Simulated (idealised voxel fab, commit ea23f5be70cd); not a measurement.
Process module under the name voxel gate over fins
The width of the displayed cross-section, cut, is 195 nm; its cells are square, with a size of 5 nm.
Bands, listed from the top down, are how a cross-section gets written in this document; the cross-section itself is a grid of square cells, and a band is one or more rows of them.
Heads up on the band format: heights come first, top then bottom, in nm. After that it's the materials left to right, each with its width in nm. A single material flagged "full width" fills the whole band edge to edge, and "air" means there's empty space there.
Heads up on the height convention: 0 is the point under which the incoming wafer is all one material, and the lowest band has no bottom, it just keeps going down, like "0 down".
With a width like "30->40", each row of cells in the band differs from the next by the same amount, the top row carrying the first number and the bottom row the second.
Take "no change" at face value: in the step it is given for, the cross-section changed in none of its cells.
Reported under the label "Closed internal cavities" are the empty spaces having no open way to the top and comprising 8 cells or more; the notation for each is width x height at distance, in which the distance is measured from the left edge and all three values are in nm.
Formally, on a step line, whatever follows the settings is a remark that the simulator itself makes on the step.
overlay nm: how far to the right of its planned place the mask lay on this masked step (negative: to the left).
Before/after cross-section pairs, one process step each; after shown to lowest changed band; step and settings beneath. Pairs may be from different runs of this module on the same starting wafer; a pair continues from the one above only where its "Pre-step snapshot" entry says so.
[Pre-step snapshot]
- 0 down: Si full width
- Closed internal cavities: none
[State After Step]
- 10 to 0: SiN full width
- All layers under 0 are left as they were.
- Closed internal cavities: none
The two cross-sections above bracket this step: CONFORMAL_DEP: material SiN, thk nm 10
Pre-step snapshot: after-step cross-section of the pair just above applies.
[State After Step]
- 25 to 10: air 70 nm, then resist 15 nm, then air 25 nm, then resist 15 nm, then air 70 nm
- All layers under 10 are left as they were.
- Closed internal cavities: none
The two cross-sections above bracket this step: PATTERN: tone cover, mask id FINS, material resist, width nm 15, pitch nm 40, thk nm 15, overlay nm 0
Pre-step snapshot: after-step cross-section of the pair just above applies.
[State After Step]
- 25 to 10: air 70 nm, then resist 15 nm, then air 25 nm, then resist 15 nm, then air 70 nm
- 10 to 0: air 70 nm, then SiN 15 nm, then air 25 nm, then SiN 15 nm, then air 70 nm
- All layers under 0 are left as they were.
- Closed internal cavities: none
The two cross-sections above bracket this step: DIRECTIONAL_ETCH: etch materials SiN, depth nm 10
Pre-step snapshot: after-step cross-section of the pair just above applies.
[State After Step]
- 25 to 10: air 70 nm, then resist 15 nm, then air 25 nm, then resist 15 nm, then air 70 nm
- 10 to 0: air 70 nm, then SiN 15 nm, then air 25 nm, then SiN 15 nm, then air 70 nm
- 0 to -30: air 70 nm, then Si 15 nm, then air 25 nm, then Si 15 nm, then air 70 nm
- All layers under -30 are left as they were.
- Closed internal cavities: none
The two cross-sections above bracket this step: DIRECTIONAL_ETCH: etch materials Si, depth nm 30
Pre-step snapshot: after-step cross-section of the pair just above applies.
[State After Step]
- 10 to 0: air 70 nm, then SiN 15 nm, then air 25 nm, then SiN 15 nm, then air 70 nm
- All layers under 0 are left as they were.
- Closed internal cavities: none
The two cross-sections above bracket this step: STRIP: etch materials resist
Pre-step snapshot: after-step cross-section of the pair just above applies.
[State After Step]
- 10 to 0: air 70 nm, then SiN 15 nm, then air 25 nm, then SiN 15 nm, then air 70 nm
- 0 to -30: air 70 nm, then SiO2 5 nm, then Si 5 nm, then SiO2 5 nm, then air 25 nm, then SiO2 5 nm, then Si 5 nm, then SiO2 5 nm, then air 70 nm
- -30 to -35: SiO2 75 nm, then Si 5 nm, then SiO2 35 nm, then Si 5 nm, then SiO2 75 nm
- All layers under -35 are left as they were.
- Closed internal cavities: none
The two cross-sections above bracket this step: OXIDIZE: depth nm 5
Pre-step snapshot: after-step cross-section of the pair just above applies.
[State After Step]
- 15 to 10: SiO2 full width
- 10 to 0: SiO2 70 nm, then SiN 15 nm, then SiO2 25 nm, then SiN 15 nm, then SiO2 70 nm
- 0 to -35: SiO2 75 nm, then Si 5 nm, then SiO2 35 nm, then Si 5 nm, then SiO2 75 nm
- All layers under -35 are left as they were.
- Closed internal cavities: none
The two cross-sections above bracket this step: FILL_DEP: material SiO2, thk nm 5
Pre-step snapshot: after-step cross-section of the pair just above applies.
[State After Step]
- 10 to 0: SiO2 70 nm, then SiN 15 nm, then SiO2 25 nm, then SiN 15 nm, then SiO2 70 nm
- All layers under 0 are left as they were.
- Closed internal cavities: none
The two cross-sections above bracket this step: CMP: height nm 10
Pre-step snapshot: after-step cross-section of the pair just above applies.
[State After Step]
- 10 to 0: air 70 nm, then SiN 15 nm, then air 25 nm, then SiN 15 nm, then air 70 nm
- 0 to -15: air 75 nm, then Si 5 nm, then air 35 nm, then Si 5 nm, then air 75 nm
- All layers under -15 are left as they were.
- Closed internal cavities: none
The two cross-sections above bracket this step: SELECTIVE_ETCH: etch materials SiO2, depth nm 25
Pre-step snapshot: after-step cross-section of the pair just above applies.
[State After Step]
- 0 to -15: air 75 nm, then Si 5 nm, then air 35 nm, then Si 5 nm, then air 75 nm
- All layers under -15 are left as they were.
- Closed internal cavities: none
The two cross-sections above bracket this step: STRIP: etch materials SiN
Pre-step snapshot: after-step cross-section of the pair just above applies.
[State After Step]
- 5 to 0: air 70 nm, then HfO2 15 nm, then air 25 nm, then HfO2 15 nm, then air 70 nm
- 0 to -10: air 70 nm, then HfO2 5 nm, then Si 5 nm, then HfO2 5 nm, then air 25 nm, then HfO2 5 nm, then Si 5 nm, then HfO2 5 nm, then air 70 nm
- -10 to -15: HfO2 75 nm, then Si 5 nm, then HfO2 35 nm, then Si 5 nm, then HfO2 75 nm
- All layers under -15 are left as they were.
- Closed internal cavities: none
The two cross-sections above bracket this step: CONFORMAL_DEP: material HfO2, thk nm 5
Pre-step snapshot: after-step cross-section of the pair just above applies.
[State After Step]
- 10 to 5: air 65 nm, then TiN 25 nm, then air 15 nm, then TiN 25 nm, then air 65 nm
- 5 to 0: air 65 nm, then TiN 5 nm, then HfO2 15 nm, then TiN 5 nm, then air 15 nm, then TiN 5 nm, then HfO2 15 nm, then TiN 5 nm, then air 65 nm
- 0 to -5: air 65 nm, then TiN 5 nm, then HfO2 5 nm, then Si 5 nm, then HfO2 5 nm, then TiN 5 nm, then air 15 nm, then TiN 5 nm, then HfO2 5 nm, then Si 5 nm, then HfO2 5 nm, then TiN 5 nm, then air 65 nm
- -5 to -10: TiN 70 nm, then HfO2 5 nm, then Si 5 nm, then HfO2 5 nm, then TiN 25 nm, then HfO2 5 nm, then Si 5 nm, then HfO2 5 nm, then TiN 70 nm
- All layers under -10 are left as they were.
- Closed internal cavities: none
The two cross-sections above bracket this step: CONFORMAL_DEP: material TiN, thk nm 5
Pre-step snapshot: after-step cross-section of the pair just above applies.
[State After Step]
- 15 to 10: air 60 nm, then TiAl 35 nm, then air 5 nm, then TiAl 35 nm, then air 60 nm
- 10 to 5: air 60 nm, then TiAl 5 nm, then TiN 25 nm, then TiAl 5 nm, then air 5 nm, then TiAl 5 nm, then TiN 25 nm, then TiAl 5 nm, then air 60 nm
- 5 to 0: air 60 nm, then TiAl 5 nm, then TiN 5 nm, then HfO2 15 nm, then TiN 5 nm, then TiAl 5 nm, then air 5 nm, then TiAl 5 nm, then TiN 5 nm, then HfO2 15 nm, then TiN 5 nm, then TiAl 5 nm, then air 60 nm
- 0 to -5: TiAl 65 nm, then TiN 5 nm, then HfO2 5 nm, then Si 5 nm, then HfO2 5 nm, then TiN 5 nm, then TiAl 15 nm, then TiN 5 nm, then HfO2 5 nm, then Si 5 nm, then HfO2 5 nm, then TiN 5 nm, then TiAl 65 nm
- All layers under -5 are left as they were.
- Closed internal cavities: none
The two cross-sections above bracket this step: CONFORMAL_DEP: material TiAl, thk nm 5
Pre-step snapshot: after-step cross-section of the pair just above applies.
[State After Step]
- 20 to 15: air 55 nm, then TiN 85 nm, then air 55 nm
- 15 to 10: air 55 nm, then TiN 5 nm, then TiAl 35 nm, then TiN 5 nm, then TiAl 35 nm, then TiN 5 nm, then air 55 nm
- 10 to 5: air 55 nm, then TiN 5 nm, then TiAl 5 nm, then TiN 25 nm, then TiAl 5 nm, then TiN 5 nm, then TiAl 5 nm, then TiN 25 nm, then TiAl 5 nm, then TiN 5 nm, then air 55 nm
- 5 to 0: TiN 60 nm, then TiAl 5 nm, then TiN 5 nm, then HfO2 15 nm, then TiN 5 nm, then TiAl 5 nm, then TiN 5 nm, then TiAl 5 nm, then TiN 5 nm, then HfO2 15 nm, then TiN 5 nm, then TiAl 5 nm, then TiN 60 nm
- All layers under 0 are left as they were.
- Closed internal cavities: none
The two cross-sections above bracket this step: CONFORMAL_DEP: material TiN, thk nm 5
Pre-step snapshot: after-step cross-section of the pair just above applies.
[State After Step]
- 35 to 20: W full width
- 20 to 15: W 55 nm, then TiN 85 nm, then W 55 nm
- 15 to 10: W 55 nm, then TiN 5 nm, then TiAl 35 nm, then TiN 5 nm, then TiAl 35 nm, then TiN 5 nm, then W 55 nm
- 10 to 5: W 55 nm, then TiN 5 nm, then TiAl 5 nm, then TiN 25 nm, then TiAl 5 nm, then TiN 5 nm, then TiAl 5 nm, then TiN 25 nm, then TiAl 5 nm, then TiN 5 nm, then W 55 nm
- All layers under 5 are left as they were.
- Closed internal cavities: none
The two cross-sections above bracket this step: FILL_DEP: material W, thk nm 15
Pre-step snapshot: after-step cross-section of the pair just above applies.
[State After Step]
- 30 to 20: W full width
- All layers under 20 are left as they were.
- Closed internal cavities: none
The two cross-sections above bracket this step: CMP: height nm 30
Pre-step snapshot: after-step cross-section of the pair just above applies.
[State After Step]
- 35 to 30: SiCN full width
- All layers under 30 are left as they were.
- Closed internal cavities: none
The two cross-sections above bracket this step: CONFORMAL_DEP: material SiCN, thk nm 5
[Pre-step snapshot]
- 10 to 5: air 65 nm, then TiN 25 nm, then air 15 nm, then TiN 25 nm, then air 65 nm
- 5 to 0: air 65 nm, then TiN 5 nm, then HfO2 15 nm, then TiN 5 nm, then air 15 nm, then TiN 5 nm, then HfO2 15 nm, then TiN 5 nm, then air 65 nm
- 0 to -5: air 65 nm, then TiN 5 nm, then HfO2 5 nm, then Si 5 nm, then HfO2 5 nm, then TiN 5 nm, then air 15 nm, then TiN 5 nm, then HfO2 5 nm, then Si 5 nm, then HfO2 5 nm, then TiN 5 nm, then air 65 nm
- -5 to -10: TiN 70 nm, then HfO2 5 nm, then Si 5 nm, then HfO2 5 nm, then TiN 25 nm, then HfO2 5 nm, then Si 5 nm, then HfO2 5 nm, then TiN 70 nm
- -10 to -15: HfO2 75 nm, then Si 5 nm, then HfO2 35 nm, then Si 5 nm, then HfO2 75 nm
- -15 to -35: SiO2 75 nm, then Si 5 nm, then SiO2 35 nm, then Si 5 nm, then SiO2 75 nm
- -35 down: Si full width
- Closed internal cavities: none
[State After Step]
- 15 to 5: air 60 nm, then TiN 35 nm, then air 5 nm, then TiN 35 nm, then air 60 nm
- 5 to 0: air 60 nm, then TiN 10 nm, then HfO2 15 nm, then TiN 10 nm, then air 5 nm, then TiN 10 nm, then HfO2 15 nm, then TiN 10 nm, then air 60 nm
- 0 to -10: TiN 70 nm, then HfO2 5 nm, then Si 5 nm, then HfO2 5 nm, then TiN 25 nm, then HfO2 5 nm, then Si 5 nm, then HfO2 5 nm, then TiN 70 nm
- All layers under -10 are left as they were.
- Closed internal cavities: none
The two cross-sections above bracket this step: CONFORMAL_DEP: material TiN, thk nm 5
Pre-step snapshot: after-step cross-section of the pair just above applies.
[State After Step]
- 30 to 15: W full width
- 15 to 5: W 60 nm, then TiN 35 nm, then W 5 nm, then TiN 35 nm, then W 60 nm
- 5 to 0: W 60 nm, then TiN 10 nm, then HfO2 15 nm, then TiN 10 nm, then W 5 nm, then TiN 10 nm, then HfO2 15 nm, then TiN 10 nm, then W 60 nm
- All layers under 0 are left as they were.
- Closed internal cavities: none
The two cross-sections above bracket this step: FILL_DEP: material W, thk nm 15
Pre-step snapshot: after-step cross-section of the pair just above applies.
[State After Step]
- 35 to 30: SiCN full width
- All layers under 30 are left as they were.
- Closed internal cavities: none
The two cross-sections above bracket this step: CONFORMAL_DEP: material SiCN, thk nm 5
[Pre-step snapshot]
- 25 to 10: air 70 nm, then resist 15 nm, then air 25 nm, then resist 15 nm, then air 70 nm
- 10 to 0: air 70 nm, then SiN 15 nm, then air 25 nm, then SiN 15 nm, then air 70 nm
- 0 to -30: air 70 nm, then Si 15 nm, then air 25 nm, then Si 15 nm, then air 70 nm
- -30 down: Si full width
- Closed internal cavities: none
[State After Step]
- 25 to 10: air 70 nm, then resist 15 nm, then air 25 nm, then resist 15 nm, then air 70 nm
- 10 to 0: air 70 nm, then SiN 15 nm, then air 25 nm, then SiN 15 nm, then air 70 nm
- 0 to -60: air 70 nm, then Si 15 nm, then air 25 nm, then Si 15 nm, then air 70 nm
- All layers under -60 are left as they were.
- Closed internal cavities: none
The two cross-sections above bracket this step: DIRECTIONAL_ETCH: etch materials Si, depth nm 30
Pre-step snapshot: after-step cross-section of the pair just above applies.
[State After Step]
- 10 to 0: air 70 nm, then SiN 15 nm, then air 25 nm, then SiN 15 nm, then air 70 nm
- All layers under 0 are left as they were.
- Closed internal cavities: none
The two cross-sections above bracket this step: STRIP: etch materials resist
Pre-step snapshot: after-step cross-section of the pair just above applies.
[State After Step]
- 10 to 0: air 70 nm, then SiN 15 nm, then air 25 nm, then SiN 15 nm, then air 70 nm
- 0 to -60: air 70 nm, then SiO2 5 nm, then Si 5 nm, then SiO2 5 nm, then air 25 nm, then SiO2 5 nm, then Si 5 nm, then SiO2 5 nm, then air 70 nm
- -60 to -65: SiO2 75 nm, then Si 5 nm, then SiO2 35 nm, then Si 5 nm, then SiO2 75 nm
- All layers under -65 are left as they were.
- Closed internal cavities: none
The two cross-sections above bracket this step: OXIDIZE: depth nm 5
Pre-step snapshot: after-step cross-section of the pair just above applies.
[State After Step]
- 15 to 10: SiO2 full width
- 10 to 0: SiO2 70 nm, then SiN 15 nm, then SiO2 25 nm, then SiN 15 nm, then SiO2 70 nm
- 0 to -65: SiO2 75 nm, then Si 5 nm, then SiO2 35 nm, then Si 5 nm, then SiO2 75 nm
- All layers under -65 are left as they were.
- Closed internal cavities: none
The two cross-sections above bracket this step: FILL_DEP: material SiO2, thk nm 5
Pre-step snapshot: after-step cross-section of the pair just above applies.
[State After Step]
- 10 to 0: SiO2 70 nm, then SiN 15 nm, then SiO2 25 nm, then SiN 15 nm, then SiO2 70 nm
- All layers under 0 are left as they were.
- Closed internal cavities: none
The two cross-sections above bracket this step: CMP: height nm 10
Pre-step snapshot: after-step cross-section of the pair just above applies.
[State After Step]
- 10 to 0: air 70 nm, then SiN 15 nm, then air 25 nm, then SiN 15 nm, then air 70 nm
- 0 to -15: air 75 nm, then Si 5 nm, then air 35 nm, then Si 5 nm, then air 75 nm
- All layers under -15 are left as they were.
- Closed internal cavities: none
The two cross-sections above bracket this step: SELECTIVE_ETCH: etch materials SiO2, depth nm 25
Pre-step snapshot: after-step cross-section of the pair just above applies.
[State After Step]
- 0 to -15: air 75 nm, then Si 5 nm, then air 35 nm, then Si 5 nm, then air 75 nm
- All layers under -15 are left as they were.
- Closed internal cavities: none
The two cross-sections above bracket this step: STRIP: etch materials SiN
Pre-step snapshot: after-step cross-section of the pair just above applies.
[State After Step]
- 5 to 0: air 70 nm, then HfO2 15 nm, then air 25 nm, then HfO2 15 nm, then air 70 nm
- 0 to -10: air 70 nm, then HfO2 5 nm, then Si 5 nm, then HfO2 5 nm, then air 25 nm, then HfO2 5 nm, then Si 5 nm, then HfO2 5 nm, then air 70 nm
- -10 to -15: HfO2 75 nm, then Si 5 nm, then HfO2 35 nm, then Si 5 nm, then HfO2 75 nm
- All layers under -15 are left as they were.
- Closed internal cavities: none
The two cross-sections above bracket this step: CONFORMAL_DEP: material HfO2, thk nm 5
Pre-step snapshot: after-step cross-section of the pair just above applies.
[State After Step]
- 10 to 5: air 65 nm, then TiN 25 nm, then air 15 nm, then TiN 25 nm, then air 65 nm
- 5 to 0: air 65 nm, then TiN 5 nm, then HfO2 15 nm, then TiN 5 nm, then air 15 nm, then TiN 5 nm, then HfO2 15 nm, then TiN 5 nm, then air 65 nm
- 0 to -5: air 65 nm, then TiN 5 nm, then HfO2 5 nm, then Si 5 nm, then HfO2 5 nm, then TiN 5 nm, then air 15 nm, then TiN 5 nm, then HfO2 5 nm, then Si 5 nm, then HfO2 5 nm, then TiN 5 nm, then air 65 nm
- -5 to -10: TiN 70 nm, then HfO2 5 nm, then Si 5 nm, then HfO2 5 nm, then TiN 25 nm, then HfO2 5 nm, then Si 5 nm, then HfO2 5 nm, then TiN 70 nm
- All layers under -10 are left as they were.
- Closed internal cavities: none
The two cross-sections above bracket this step: CONFORMAL_DEP: material TiN, thk nm 5
Pre-step snapshot: after-step cross-section of the pair just above applies.
[State After Step]
- 15 to 10: air 60 nm, then TiAl 35 nm, then air 5 nm, then TiAl 35 nm, then air 60 nm
- 10 to 5: air 60 nm, then TiAl 5 nm, then TiN 25 nm, then TiAl 5 nm, then air 5 nm, then TiAl 5 nm, then TiN 25 nm, then TiAl 5 nm, then air 60 nm
- 5 to 0: air 60 nm, then TiAl 5 nm, then TiN 5 nm, then HfO2 15 nm, then TiN 5 nm, then TiAl 5 nm, then air 5 nm, then TiAl 5 nm, then TiN 5 nm, then HfO2 15 nm, then TiN 5 nm, then TiAl 5 nm, then air 60 nm
- 0 to -5: TiAl 65 nm, then TiN 5 nm, then HfO2 5 nm, then Si 5 nm, then HfO2 5 nm, then TiN 5 nm, then TiAl 15 nm, then TiN 5 nm, then HfO2 5 nm, then Si 5 nm, then HfO2 5 nm, then TiN 5 nm, then TiAl 65 nm
- All layers under -5 are left as they were.
- Closed internal cavities: none
The two cross-sections above bracket this step: CONFORMAL_DEP: material TiAl, thk nm 5
Pre-step snapshot: after-step cross-section of the pair just above applies.
[State After Step]
- 20 to 15: air 55 nm, then TiN 85 nm, then air 55 nm
- 15 to 10: air 55 nm, then TiN 5 nm, then TiAl 35 nm, then TiN 5 nm, then TiAl 35 nm, then TiN 5 nm, then air 55 nm
- 10 to 5: air 55 nm, then TiN 5 nm, then TiAl 5 nm, then TiN 25 nm, then TiAl 5 nm, then TiN 5 nm, then TiAl 5 nm, then TiN 25 nm, then TiAl 5 nm, then TiN 5 nm, then air 55 nm
- 5 to 0: TiN 60 nm, then TiAl 5 nm, then TiN 5 nm, then HfO2 15 nm, then TiN 5 nm, then TiAl 5 nm, then TiN 5 nm, then TiAl 5 nm, then TiN 5 nm, then HfO2 15 nm, then TiN 5 nm, then TiAl 5 nm, then TiN 60 nm
- All layers under 0 are left as they were.
- Closed internal cavities: none
The two cross-sections above bracket this step: CONFORMAL_DEP: material TiN, thk nm 5
Pre-step snapshot: after-step cross-section of the pair just above applies.
[State After Step]
- 35 to 20: W full width
- 20 to 15: W 55 nm, then TiN 85 nm, then W 55 nm
- 15 to 10: W 55 nm, then TiN 5 nm, then TiAl 35 nm, then TiN 5 nm, then TiAl 35 nm, then TiN 5 nm, then W 55 nm
- 10 to 5: W 55 nm, then TiN 5 nm, then TiAl 5 nm, then TiN 25 nm, then TiAl 5 nm, then TiN 5 nm, then TiAl 5 nm, then TiN 25 nm, then TiAl 5 nm, then TiN 5 nm, then W 55 nm
- All layers under 5 are left as they were.
- Closed internal cavities: none
The two cross-sections above bracket this step: FILL_DEP: material W, thk nm 15
Pre-step snapshot: after-step cross-section of the pair just above applies.
[State After Step]
- 30 to 20: W full width
- All layers under 20 are left as they were.
- Closed internal cavities: none
The two cross-sections above bracket this step: CMP: height nm 30
Pre-step snapshot: after-step cross-section of the pair just above applies.
[State After Step]
- 35 to 30: SiCN full width
- All layers under 30 are left as they were.
- Closed internal cavities: none
The two cross-sections above bracket this step: CONFORMAL_DEP: material SiCN, thk nm 5
[Pre-step snapshot]
- 15 to 5: air 60 nm, then TiN 35 nm, then air 5 nm, then TiN 35 nm, then air 60 nm
- 5 to 0: air 60 nm, then TiN 10 nm, then HfO2 15 nm, then TiN 10 nm, then air 5 nm, then TiN 10 nm, then HfO2 15 nm, then TiN 10 nm, then air 60 nm
- 0 to -10: TiN 70 nm, then HfO2 5 nm, then Si 5 nm, then HfO2 5 nm, then TiN 25 nm, then HfO2 5 nm, then Si 5 nm, then HfO2 5 nm, then TiN 70 nm
- -10 to -15: HfO2 75 nm, then Si 5 nm, then HfO2 35 nm, then Si 5 nm, then HfO2 75 nm
- -15 to -35: SiO2 75 nm, then Si 5 nm, then SiO2 35 nm, then Si 5 nm, then SiO2 75 nm
- -35 down: Si full width
- Closed internal cavities: none
[State After Step]
- 20 to 15: air 55 nm, then TiAl 85 nm, then air 55 nm
- 15 to 5: air 55 nm, then TiAl 5 nm, then TiN 35 nm, then TiAl 5 nm, then TiN 35 nm, then TiAl 5 nm, then air 55 nm
- 5 to 0: TiAl 60 nm, then TiN 10 nm, then HfO2 15 nm, then TiN 10 nm, then TiAl 5 nm, then TiN 10 nm, then HfO2 15 nm, then TiN 10 nm, then TiAl 60 nm
- All layers under 0 are left as they were.
- Closed internal cavities: none
The two cross-sections above bracket this step: CONFORMAL_DEP: material TiAl, thk nm 5
Pre-step snapshot: after-step cross-section of the pair just above applies.
[State After Step]
- 35 to 20: W full width
- 20 to 15: W 55 nm, then TiAl 85 nm, then W 55 nm
- 15 to 5: W 55 nm, then TiAl 5 nm, then TiN 35 nm, then TiAl 5 nm, then TiN 35 nm, then TiAl 5 nm, then W 55 nm
- All layers under 5 are left as they were.
- Closed internal cavities: none
The two cross-sections above bracket this step: FILL_DEP: material W, thk nm 15
Pre-step snapshot: after-step cross-section of the pair just above applies.
[State After Step]
- 30 to 20: W full width
- All layers under 20 are left as they were.
- Closed internal cavities: none
The two cross-sections above bracket this step: CMP: height nm 30
Pre-step snapshot: after-step cross-section of the pair just above applies.
[State After Step]
- 35 to 30: SiCN full width
- All layers under 30 are left as they were.
- Closed internal cavities: none
The two cross-sections above bracket this step: CONFORMAL_DEP: material SiCN, thk nm 5
[Pre-step snapshot]
- 35 to 20: W full width
- 20 to 15: W 55 nm, then TiN 85 nm, then W 55 nm
- 15 to 10: W 55 nm, then TiN 5 nm, then TiAl 35 nm, then TiN 5 nm, then TiAl 35 nm, then TiN 5 nm, then W 55 nm
- 10 to 5: W 55 nm, then TiN 5 nm, then TiAl 5 nm, then TiN 25 nm, then TiAl 5 nm, then TiN 5 nm, then TiAl 5 nm, then TiN 25 nm, then TiAl 5 nm, then TiN 5 nm, then W 55 nm
- 5 to 0: TiN 60 nm, then TiAl 5 nm, then TiN 5 nm, then HfO2 15 nm, then TiN 5 nm, then TiAl 5 nm, then TiN 5 nm, then TiAl 5 nm, then TiN 5 nm, then HfO2 15 nm, then TiN 5 nm, then TiAl 5 nm, then TiN 60 nm
- 0 to -5: TiAl 65 nm, then TiN 5 nm, then HfO2 5 nm, then Si 5 nm, then HfO2 5 nm, then TiN 5 nm, then TiAl 15 nm, then TiN 5 nm, then HfO2 5 nm, then Si 5 nm, then HfO2 5 nm, then TiN 5 nm, then TiAl 65 nm
- -5 to -10: TiN 70 nm, then HfO2 5 nm, then Si 5 nm, then HfO2 5 nm, then TiN 25 nm, then HfO2 5 nm, then Si 5 nm, then HfO2 5 nm, then TiN 70 nm
- -10 to -15: HfO2 75 nm, then Si 5 nm, then HfO2 35 nm, then Si 5 nm, then HfO2 75 nm
- -15 to -35: SiO2 75 nm, then Si 5 nm, then SiO2 35 nm, then Si 5 nm, then SiO2 75 nm
- -35 down: Si full width
- Closed internal cavities: none
[State After Step]
- 25 to 20: W full width
- All layers under 20 are left as they were.
- Closed internal cavities: none
The two cross-sections above bracket this step: CMP: height nm 25
Pre-step snapshot: after-step cross-section of the pair just above applies.
[State After Step]
- 30 to 25: SiCN full width
- All layers under 25 are left as they were.
- Closed internal cavities: none
The two cross-sections above bracket this step: CONFORMAL_DEP: material SiCN, thk nm 5
[Pre-step snapshot]
- 10 to 0: SiN full width
- 0 down: Si full width
- Closed internal cavities: none
[State After Step]
- 25 to 10: air 70 nm, then resist 20 nm, then air 20 nm, then resist 20 nm, then air 65 nm
- All layers under 10 are left as they were.
- Closed internal cavities: none
The two cross-sections above bracket this step: PATTERN: tone cover, mask id FINS, material resist, width nm 20, pitch nm 40, thk nm 15, overlay nm 0
Pre-step snapshot: after-step cross-section of the pair just above applies.
[State After Step]
- 25 to 10: air 70 nm, then resist 20 nm, then air 20 nm, then resist 20 nm, then air 65 nm
- 10 to 0: air 70 nm, then SiN 20 nm, then air 20 nm, then SiN 20 nm, then air 65 nm
- All layers under 0 are left as they were.
- Closed internal cavities: none
The two cross-sections above bracket this step: DIRECTIONAL_ETCH: etch materials SiN, depth nm 10
Pre-step snapshot: after-step cross-section of the pair just above applies.
[State After Step]
- 25 to 10: air 70 nm, then resist 20 nm, then air 20 nm, then resist 20 nm, then air 65 nm
- 10 to 0: air 70 nm, then SiN 20 nm, then air 20 nm, then SiN 20 nm, then air 65 nm
- 0 to -30: air 70 nm, then Si 20 nm, then air 20 nm, then Si 20 nm, then air 65 nm
- All layers under -30 are left as they were.
- Closed internal cavities: none
The two cross-sections above bracket this step: DIRECTIONAL_ETCH: etch materials Si, depth nm 30
Pre-step snapshot: after-step cross-section of the pair just above applies.
[State After Step]
- 10 to 0: air 70 nm, then SiN 20 nm, then air 20 nm, then SiN 20 nm, then air 65 nm
- All layers under 0 are left as they were.
- Closed internal cavities: none
The two cross-sections above bracket this step: STRIP: etch materials resist
Pre-step snapshot: after-step cross-section of the pair just above applies.
[State After Step]
- 10 to 0: air 70 nm, then SiN 20 nm, then air 20 nm, then SiN 20 nm, then air 65 nm
- 0 to -30: air 70 nm, then SiO2 5 nm, then Si 10 nm, then SiO2 5 nm, then air 20 nm, then SiO2 5 nm, then Si 10 nm, then SiO2 5 nm, then air 65 nm
- -30 to -35: SiO2 75 nm, then Si 10 nm, then SiO2 30 nm, then Si 10 nm, then SiO2 70 nm
- All layers under -35 are left as they were.
- Closed internal cavities: none
The two cross-sections above bracket this step: OXIDIZE: depth nm 5
Pre-step snapshot: after-step cross-section of the pair just above applies.
[State After Step]
- 15 to 10: SiO2 full width
- 10 to 0: SiO2 70 nm, then SiN 20 nm, then SiO2 20 nm, then SiN 20 nm, then SiO2 65 nm
- 0 to -35: SiO2 75 nm, then Si 10 nm, then SiO2 30 nm, then Si 10 nm, then SiO2 70 nm
- All layers under -35 are left as they were.
- Closed internal cavities: none
The two cross-sections above bracket this step: FILL_DEP: material SiO2, thk nm 5
Pre-step snapshot: after-step cross-section of the pair just above applies.
[State After Step]
- 10 to 0: SiO2 70 nm, then SiN 20 nm, then SiO2 20 nm, then SiN 20 nm, then SiO2 65 nm
- All layers under 0 are left as they were.
- Closed internal cavities: none
The two cross-sections above bracket this step: CMP: height nm 10
Pre-step snapshot: after-step cross-section of the pair just above applies.
[State After Step]
- 10 to 0: air 70 nm, then SiN 20 nm, then air 20 nm, then SiN 20 nm, then air 65 nm
- 0 to -15: air 75 nm, then Si 10 nm, then air 30 nm, then Si 10 nm, then air 70 nm
- All layers under -15 are left as they were.
- Closed internal cavities: none
The two cross-sections above bracket this step: SELECTIVE_ETCH: etch materials SiO2, depth nm 25
Pre-step snapshot: after-step cross-section of the pair just above applies.
[State After Step]
- 0 to -15: air 75 nm, then Si 10 nm, then air 30 nm, then Si 10 nm, then air 70 nm
- All layers under -15 are left as they were.
- Closed internal cavities: none
The two cross-sections above bracket this step: STRIP: etch materials SiN
Pre-step snapshot: after-step cross-section of the pair just above applies.
[State After Step]
- 5 to 0: air 70 nm, then HfO2 20 nm, then air 20 nm, then HfO2 20 nm, then air 65 nm
- 0 to -10: air 70 nm, then HfO2 5 nm, then Si 10 nm, then HfO2 5 nm, then air 20 nm, then HfO2 5 nm, then Si 10 nm, then HfO2 5 nm, then air 65 nm
- -10 to -15: HfO2 75 nm, then Si 10 nm, then HfO2 30 nm, then Si 10 nm, then HfO2 70 nm
- All layers under -15 are left as they were.
- Closed internal cavities: none
The two cross-sections above bracket this step: CONFORMAL_DEP: material HfO2, thk nm 5
Pre-step snapshot: after-step cross-section of the pair just above applies.
[State After Step]
- 10 to 5: air 65 nm, then TiN 30 nm, then air 10 nm, then TiN 30 nm, then air 60 nm
- 5 to 0: air 65 nm, then TiN 5 nm, then HfO2 20 nm, then TiN 5 nm, then air 10 nm, then TiN 5 nm, then HfO2 20 nm, then TiN 5 nm, then air 60 nm
- 0 to -5: air 65 nm, then TiN 5 nm, then HfO2 5 nm, then Si 10 nm, then HfO2 5 nm, then TiN 5 nm, then air 10 nm, then TiN 5 nm, then HfO2 5 nm, then Si 10 nm, then HfO2 5 nm, then TiN 5 nm, then air 60 nm
- -5 to -10: TiN 70 nm, then HfO2 5 nm, then Si 10 nm, then HfO2 5 nm, then TiN 20 nm, then HfO2 5 nm, then Si 10 nm, then HfO2 5 nm, then TiN 65 nm
- All layers under -10 are left as they were.
- Closed internal cavities: none
The two cross-sections above bracket this step: CONFORMAL_DEP: material TiN, thk nm 5
Pre-step snapshot: after-step cross-section of the pair just above applies.
[State After Step]
- 15 to 10: air 60 nm, then TiAl 80 nm, then air 55 nm
- 10 to 5: air 60 nm, then TiAl 5 nm, then TiN 30 nm, then TiAl 10 nm, then TiN 30 nm, then TiAl 5 nm, then air 55 nm
- 5 to 0: air 60 nm, then TiAl 5 nm, then TiN 5 nm, then HfO2 20 nm, then TiN 5 nm, then TiAl 10 nm, then TiN 5 nm, then HfO2 20 nm, then TiN 5 nm, then TiAl 5 nm, then air 55 nm
- 0 to -5: TiAl 65 nm, then TiN 5 nm, then HfO2 5 nm, then Si 10 nm, then HfO2 5 nm, then TiN 5 nm, then TiAl 10 nm, then TiN 5 nm, then HfO2 5 nm, then Si 10 nm, then HfO2 5 nm, then TiN 5 nm, then TiAl 60 nm
- All layers under -5 are left as they were.
- Closed internal cavities: none
The two cross-sections above bracket this step: CONFORMAL_DEP: material TiAl, thk nm 5
